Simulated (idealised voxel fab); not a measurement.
Process module under the name voxel spacer lines
In the cross-section labelled cut, the width is 215 nm and each square cell is 5 nm.
Throughout this document, each cross-section is represented as a grid of square cells and is presented as a sequence of bands enumerated from the top downward, where a band comprises one or more rows of cells.
For a band, the entry starts with two heights in nm, that of the top and then that of the bottom, and carries on with the band's materials in order from left to right, each alongside its width in nm; the word "edge to edge" beside a single material means it fills the band edge to edge, and "empty" means empty space.
Heads up on the height convention: 0 is the point under which the incoming wafer is all one material, and the lowest band has no bottom, it just keeps going down, like "0 and below".
Per-row width for "30->40": begins at first number (top row of band), ends at second number (bottom row), increment between rows held constant.
"nothing was modified" for a step: no cell of the cross-section changed in that step.
"Tabulated closed voids": empty spaces of 8 cells or more with no open way to the top, each given as width x height at distance, distance from the left edge, all in nm.
On each step's line, the part that comes after the settings is the simulator's own comment on the step.
overlay nm: mask offset rightward from planned place, masked step; negative means leftward offset.
The steps planned for the process are as follows:
step 1: RECEIVE (material Si)
step 2: CONFORMAL_DEP (material Al2O3; thk nm 10)
step 3: DIRECTIONAL_DEP (material SiN; thk nm 15)
step 4: DIRECTIONAL_DEP (material aC; thk nm 30)
step 5: PATTERN (tone cover; mask id MANDREL; material resist; width nm 15; pitch nm 60; thk nm 40; overlay nm 0)
step 6: DIRECTIONAL_ETCH (etch materials aC; depth nm 30)
step 7: STRIP (etch materials resist)
step 8: CONFORMAL_DEP (material SiO2; thk nm 15)
step 9: DIRECTIONAL_ETCH (etch materials SiO2; depth nm 15)
step 10: STRIP (etch materials aC)
step 11: DIRECTIONAL_ETCH (etch materials SiN; depth nm 15)
step 12: STRIP (etch materials SiO2)
Received-state cross-section, reflecting completion of step 1:
* 0 and below | Si edge to edge
* Tabulated closed voids: none
Final cross-section, module run with one mistake (start and plan as above):
* 25 down to 10 | 55 nm empty | 15 nm SiN | 15 nm empty | 15 nm SiN | 15 nm empty | 15 nm SiN | 15 nm empty | 15 nm SiN | 55 nm empty
* 10 down to 0 | aC edge to edge
* 0 and below | Si edge to edge
* Tabulated closed voids: none
Short version of what went wrong: step 2 was run on a setting that differed from the plan, and what really ran there is CONFORMAL_DEP (material aC; thk nm 10)
